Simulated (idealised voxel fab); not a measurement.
process module | voxel lift off
Pictured: cross-section cut, 185 nm wide, on a grid of 5 nm square cells.
Reading order for cross-sections: top band down to bottom band. Underlying form: a grid of square cells. Band size: one or more rows of cells. Band entry format. Leading values: height of top, height of bottom, nm. Remainder: materials in left-to-right order, each with its width in nm. Special words: "throughout" on a single material, which then fills the band edge to edge; "empty", empty space. Basically, 0 is our baseline, since under it the wafer straight out of the box is all one material. The bottom band has no lower end and keeps on going down, so it looks like "0 nm and below". Width spec "30->40" -> top row of cells at first value, bottom row at second value, equal per-row change in between. "remained unchanged", as given for a step, is the statement that not any cell of the cross-section underwent a change during that step. Listed in "Trapped void list": every empty space of 8 or more cells without an open way to the top. Form: width x height at distance, the distance being from the left edge, all in nm. Where a step's line continues beyond its settings, the continuation is a remark by the simulator itself on that step. overlay nm: for a step with a mask, the amount by which the mask lay right of where it was planned; a negative amount means left of it. Everything after this point is organized in pairs: a cross-section before one process step, a cross-section after it that shows only as deep as the lowest changed band, and, under the pair, the intervening step with its settings. Because different runs of this module on the same starting wafer can supply different pairs, a pair continues from the pair above it only if its entry headed "Ahead of processing" says so.
Ahead of processing:
	0 nm and below | Si throughout
	Trapped void list: none
As Processed:
	10 nm to 0 nm | SiN throughout
	Everything under 0 stays put, no change at all.
	Trapped void list: none
The two cross-sections above bracket this step: op CONFORMAL_DEP | material SiN | thk nm 10
Ahead of processing: cross-section not repeated; it is the one shown after the step in the pair just above.
As Processed:
	30 nm to 10 nm | resist: 60, then empty: 20, then resist: 20, then empty: 20, then resist: 65
	Everything under 10 stays put, no change at all.
	Trapped void list: none
The two cross-sections above bracket this step: op PATTERN | tone open | mask id LINES | material resist | width nm 20 | pitch nm 40 | thk nm 20 | overlay nm 0
Ahead of processing: cross-section not repeated; it is the one shown after the step in the pair just above.
As Processed:
	35 nm to 30 nm | Ru: 60, then empty: 20, then Ru: 20, then empty: 20, then Ru: 65
	30 nm to 15 nm | resist: 60, then empty: 20, then resist: 20, then empty: 20, then resist: 65
	15 nm to 10 nm | resist: 60, then Ru: 20, then resist: 20, then Ru: 20, then resist: 65
	Everything under 10 stays put, no change at all.
	Trapped void list: none
The two cross-sections above bracket this step: op DIRECTIONAL_DEP | material Ru | thk nm 5
Ahead of processing: cross-section not repeated; it is the one shown after the step in the pair just above.
As Processed:
	15 nm to 10 nm | empty: 60, then Ru: 20, then empty: 20, then Ru: 20, then empty: 65
	Everything under 10 stays put, no change at all.
	Trapped void list: none
The two cross-sections above bracket this step: op STRIP | etch materials resist
Ahead of processing: cross-section not repeated; it is the one shown after the step in the pair just above.
As Processed:
	25 nm to 20 nm | empty: 50, then SiN: 80, then empty: 55
	20 nm to 15 nm | SiN throughout
	15 nm to 10 nm | SiN: 60, then Ru: 20, then SiN: 20, then Ru: 20, then SiN: 65
	Everything under 10 stays put, no change at all.
	Trapped void list: none
The two cross-sections above bracket this step: op CONFORMAL_DEP | material SiN | thk nm 10
Ahead of processing:
	30 nm to 10 nm | resist: 60, then empty: 20, then resist: 20, then empty: 20, then resist: 65
	10 nm to 0 nm | SiN throughout
	0 nm and below | Si throughout
	Trapped void list: none
As Processed:
	10 nm to 0 nm | SiN throughout
	Everything under 0 stays put, no change at all.
	Trapped void list: none
The two cross-sections above bracket this step: op STRIP | etch materials resist
Ahead of processing: cross-section not repeated; it is the one shown after the step in the pair just above.
As Processed:
	20 nm to 0 nm | SiN throughout
	Everything under 0 stays put, no change at all.
	Trapped void list: none
The two cross-sections above bracket this step: op CONFORMAL_DEP | material SiN | thk nm 10
Ahead of processing:
	0 nm and below | Si throughout
	Trapped void list: none
As Processed:
	5 nm to 0 nm | SiN throughout
	Everything under 0 stays put, no change at all.
	Trapped void list: none
The two cross-sections above bracket this step: op CONFORMAL_DEP | material SiN | thk nm 5
Ahead of processing: cross-section not repeated; it is the one shown after the step in the pair just above.
As Processed:
	25 nm to 5 nm | resist: 60, then empty: 20, then resist: 20, then empty: 20, then resist: 65
	Everything under 5 stays put, no change at all.
	Trapped void list: none
The two cross-sections above bracket this step: op PATTERN | tone open | mask id LINES | material resist | width nm 20 | pitch nm 40 | thk nm 20 | overlay nm 0
Ahead of processing: cross-section not repeated; it is the one shown after the step in the pair just above.
As Processed:
	30 nm to 25 nm | Ru: 60, then empty: 20, then Ru: 20, then empty: 20, then Ru: 65
	25 nm to 10 nm | resist: 60, then empty: 20, then resist: 20, then empty: 20, then resist: 65
	10 nm to 5 nm | resist: 60, then Ru: 20, then resist: 20, then Ru: 20, then resist: 65
	Everything under 5 stays put, no change at all.
	Trapped void list: none
The two cross-sections above bracket this step: op DIRECTIONAL_DEP | material Ru | thk nm 5
Ahead of processing: cross-section not repeated; it is the one shown after the step in the pair just above.
As Processed:
	10 nm to 5 nm | empty: 60, then Ru: 20, then empty: 20, then Ru: 20, then empty: 65
	Everything under 5 stays put, no change at all.
	Trapped void list: none
The two cross-sections above bracket this step: op STRIP | etch materials resist
Ahead of processing: cross-section not repeated; it is the one shown after the step in the pair just above.
As Processed:
	20 nm to 15 nm | empty: 50, then SiN: 80, then empty: 55
	15 nm to 10 nm | SiN throughout
	10 nm to 5 nm | SiN: 60, then Ru: 20, then SiN: 20, then Ru: 20, then SiN: 65
	Everything under 5 stays put, no change at all.
	Trapped void list: none
The two cross-sections above bracket this step: op CONFORMAL_DEP | material SiN | thk nm 10
Ahead of processing:
	10 nm to 0 nm | SiN throughout
	0 nm and below | Si throughout
	Trapped void list: none
As Processed:
	30 nm to 10 nm | resist: 65, then empty: 15, then resist: 25, then empty: 15, then resist: 65
	Everything under 10 stays put, no change at all.
	Trapped void list: none
The two cross-sections above bracket this step: op PATTERN | tone open | mask id LINES | material resist | width nm 15 | pitch nm 40 | thk nm 20 | overlay nm 0
Ahead of processing: cross-section not repeated; it is the one shown after the step in the pair just above.
As Processed:
	35 nm to 30 nm | Ru: 65, then empty: 15, then Ru: 25, then empty: 15, then Ru: 65
	30 nm to 15 nm | resist: 65, then empty: 15, then resist: 25, then empty: 15, then resist: 65
	15 nm to 10 nm | resist: 65, then Ru: 15, then resist: 25, then Ru: 15, then resist: 65
	Everything under 10 stays put, no change at all.
	Trapped void list: none
The two cross-sections above bracket this step: op DIRECTIONAL_DEP | material Ru | thk nm 5
Ahead of processing: cross-section not repeated; it is the one shown after the step in the pair just above.
As Processed:
	15 nm to 10 nm | empty: 65, then Ru: 15, then empty: 25, then Ru: 15, then empty: 65
	Everything under 10 stays put, no change at all.
	Trapped void list: none
The two cross-sections above bracket this step: op STRIP | etch materials resist
Ahead of processing: cross-section not repeated; it is the one shown after the step in the pair just above.
As Processed:
	25 nm to 20 nm | empty: 55, then SiN: 35, then empty: 5, then SiN: 35, then empty: 55
	20 nm to 15 nm | SiN throughout
	15 nm to 10 nm | SiN: 65, then Ru: 15, then SiN: 25, then Ru: 15, then SiN: 65
	Everything under 10 stays put, no change at all.
	Trapped void list: none
The two cross-sections above bracket this step: op CONFORMAL_DEP | material SiN | thk nm 10
Ahead of processing:
	10 nm to 0 nm | SiN throughout
	0 nm and below | Si throughout
	Trapped void list: none
As Processed:
	30 nm to 10 nm | resist: 50, then empty: 20, then resist: 20, then empty: 20, then resist: 75
	Everything under 10 stays put, no change at all.
	Trapped void list: none
The two cross-sections above bracket this step: op PATTERN | tone open | mask id LINES | material resist | width nm 20 | pitch nm 40 | thk nm 20 | overlay nm -10
Ahead of processing: cross-section not repeated; it is the one shown after the step in the pair just above.
As Processed:
	35 nm to 30 nm | Ru: 50, then empty: 20, then Ru: 20, then empty: 20, then Ru: 75
	30 nm to 15 nm | resist: 50, then empty: 20, then resist: 20, then empty: 20, then resist: 75
	15 nm to 10 nm | resist: 50, then Ru: 20, then resist: 20, then Ru: 20, then resist: 75
	Everything under 10 stays put, no change at all.
	Trapped void list: none
The two cross-sections above bracket this step: op DIRECTIONAL_DEP | material Ru | thk nm 5
Ahead of processing: cross-section not repeated; it is the one shown after the step in the pair just above.
As Processed:
	15 nm to 10 nm | empty: 50, then Ru: 20, then empty: 20, then Ru: 20, then empty: 75
	Everything under 10 stays put, no change at all.
	Trapped void list: none
The two cross-sections above bracket this step: op STRIP | etch materials resist
Ahead of processing: cross-section not repeated; it is the one shown after the step in the pair just above.
As Processed:
	25 nm to 20 nm | empty: 40, then SiN: 80, then empty: 65
	20 nm to 15 nm | SiN throughout
	15 nm to 10 nm | SiN: 50, then Ru: 20, then SiN: 20, then Ru: 20, then SiN: 75
	Everything under 10 stays put, no change at all.
	Trapped void list: none
The two cross-sections above bracket this step: op CONFORMAL_DEP | material SiN | thk nm 10
Ahead of processing:
	30 nm to 10 nm | resist: 60, then empty: 20, then resist: 20, then empty: 20, then resist: 65
	10 nm to 0 nm | SiN throughout
	0 nm and below | Si throughout
	Trapped void list: none
As Processed:
	35 nm to 30 nm | SiN: 60, then empty: 20, then SiN: 20, then empty: 20, then SiN: 65
	30 nm to 15 nm | resist: 60, then empty: 20, then resist: 20, then empty: 20, then resist: 65
	15 nm to 10 nm | resist: 60, then SiN: 20, then resist: 20, then SiN: 20, then resist: 65
	Everything under 10 stays put, no change at all.
	Trapped void list: none
The two cross-sections above bracket this step: op DIRECTIONAL_DEP | material SiN | thk nm 5
Ahead of processing: cross-section not repeated; it is the one shown after the step in the pair just above.
As Processed:
	15 nm to 10 nm | empty: 60, then SiN: 20, then empty: 20, then SiN: 20, then empty: 65
	Everything under 10 stays put, no change at all.
	Trapped void list: none
The two cross-sections above bracket this step: op STRIP | etch materials resist
Ahead of processing: cross-section not repeated; it is the one shown after the step in the pair just above.
As Processed:
	25 nm to 20 nm | empty: 50, then SiN: 80, then empty: 55
	20 nm to 0 nm | SiN throughout
	Everything under 0 stays put, no change at all.
	Trapped void list: none
The two cross-sections above bracket this step: op CONFORMAL_DEP | material SiN | thk nm 10
Ahead of processing:
	10 nm to 0 nm | SiN throughout
	0 nm and below | Si throughout
	Trapped void list: none
As Processed:
	30 nm to 10 nm | empty: 60, then resist: 20, then empty: 20, then resist: 20, then empty: 65
	Everything under 10 stays put, no change at all.
	Trapped void list: none
The two cross-sections above bracket this step: op PATTERN | tone cover | mask id LINES | material resist | width nm 20 | pitch nm 40 | thk nm 20 | overlay nm 0
Ahead of processing: cross-section not repeated; it is the one shown after the step in the pair just above.
As Processed:
	35 nm to 30 nm | empty: 60, then Ru: 20, then empty: 20, then Ru: 20, then empty: 65
	30 nm to 15 nm | empty: 60, then resist: 20, then empty: 20, then resist: 20, then empty: 65
	15 nm to 10 nm | Ru: 60, then resist: 20, then Ru: 20, then resist: 20, then Ru: 65
	Everything under 10 stays put, no change at all.
	Trapped void list: none
The two cross-sections above bracket this step: op DIRECTIONAL_DEP | material Ru | thk nm 5
Ahead of processing: cross-section not repeated; it is the one shown after the step in the pair just above.
As Processed:
	15 nm to 10 nm | Ru: 60, then empty: 20, then Ru: 20, then empty: 20, then Ru: 65
	Everything under 10 stays put, no change at all.
	Trapped void list: none
The two cross-sections above bracket this step: op STRIP | etch materials resist
Ahead of processing: cross-section not repeated; it is the one shown after the step in the pair just above.
As Processed:
	25 nm to 15 nm | SiN throughout
	15 nm to 10 nm | Ru: 60, then SiN: 20, then Ru: 20, then SiN: 20, then Ru: 65
	Everything under 10 stays put, no change at all.
	Trapped void list: none
The two cross-sections above bracket this step: op CONFORMAL_DEP | material SiN | thk nm 10
